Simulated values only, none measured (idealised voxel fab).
process module | voxel self aligned contacts
cross-section cut | 295 nm wide | cells 5 nm
A cross-section is a grid of square cells, given in bands from the top down. A band is one or more rows of cells.
Each band's line starts with the height of the band's top and of its bottom, in nm. Then come its materials from left to right, each with its width in nm. One material with "throughout" fills the band from edge to edge. "air" is empty space.
Height 0 is the level under which the wafer as received is all one material. The lowest band goes on downwards, as in "0 down".
A width such as "30 to 40" changes by the same amount from each row of cells to the next, from the band's top row to its bottom row.
"no change" after a step means that no cell of the cross-section changed.
closed voids: empty space of 8 cells or more with no open way to the top, each as width x height at its distance from the left edge, in nm
after a step's settings: what the simulator itself notes on the step
overlay nm, on a step with a mask: how far to the right of its planned place the mask lay; to the left if negative
plan
1 op RECEIVE | material Si
2 op CONFORMAL_DEP | material SiO2 | thk nm 5
3 op DIRECTIONAL_DEP | material polySi | thk nm 30
4 op DIRECTIONAL_DEP | material SiN | thk nm 25
5 op MASKED_ETCH | tone cover | mask id GATE | width nm 30 | pitch nm 75 | etch materials SiN | depth nm 25 | overlay nm 0
6 op MASKED_ETCH | tone cover | mask id GATE | width nm 30 | pitch nm 75 | etch materials polySi | depth nm 30 | overlay nm 0
7 op CONFORMAL_DEP | material SiN | thk nm 10
8 op DIRECTIONAL_ETCH | etch materials SiN | depth nm 10
9 op FILL_DEP | material SiO2 | thk nm 15
10 op CMP | height nm 65
11 op PATTERN | tone open | mask id CONTACT | material resist | width nm 55 | pitch nm 75 | thk nm 15 | overlay nm 0
12 op DIRECTIONAL_ETCH | etch materials SiO2 | depth nm 65
13 op STRIP | etch materials resist
14 op CONFORMAL_DEP | material TiN | thk nm 5
15 op FILL_DEP | material W | thk nm 10
16 op CMP | height nm 65
17 op CONFORMAL_DEP | material SiCN | thk nm 5
as received, after step 1
  0 down: Si throughout
  closed voids: none
a wafer at the end: this start, this plan, one mistake
  70 to 65: SiCN throughout
  65 to 60: SiO2 80 | TiN 20 | W 15 | TiN 20 | SiO2 20 | TiN 20 | W 15 | TiN 20 | SiO2 85
  60 to 35: SiO2 45 | SiN 50 | TiN 5 | W 15 | TiN 5 | SiN 50 | TiN 5 | W 15 | TiN 5 | SiN 50 | SiO2 50
  35 to 20: SiO2 45 | SiN 10 | polySi 30 | SiN 10 | TiN 5 | W 15 | TiN 5 | SiN 10 | polySi 30 | SiN 10 | TiN 5 | W 15 | TiN 5 | SiN 10 | polySi 30 | SiN 10 | SiO2 50
  20 to 15: SiO2 45 | SiN 10 | polySi 30 | SiN 10 | TiN 25 | SiN 10 | polySi 30 | SiN 10 | TiN 25 | SiN 10 | polySi 30 | SiN 10 | SiO2 50
  15 to 5: SiN 55 | polySi 30 | SiN 45 | polySi 30 | SiN 45 | polySi 30 | SiN 60
  5 to 0: SiO2 throughout
  0 down: Si throughout
  closed voids: none
what went wrong: steps 7 and 8 were swapped
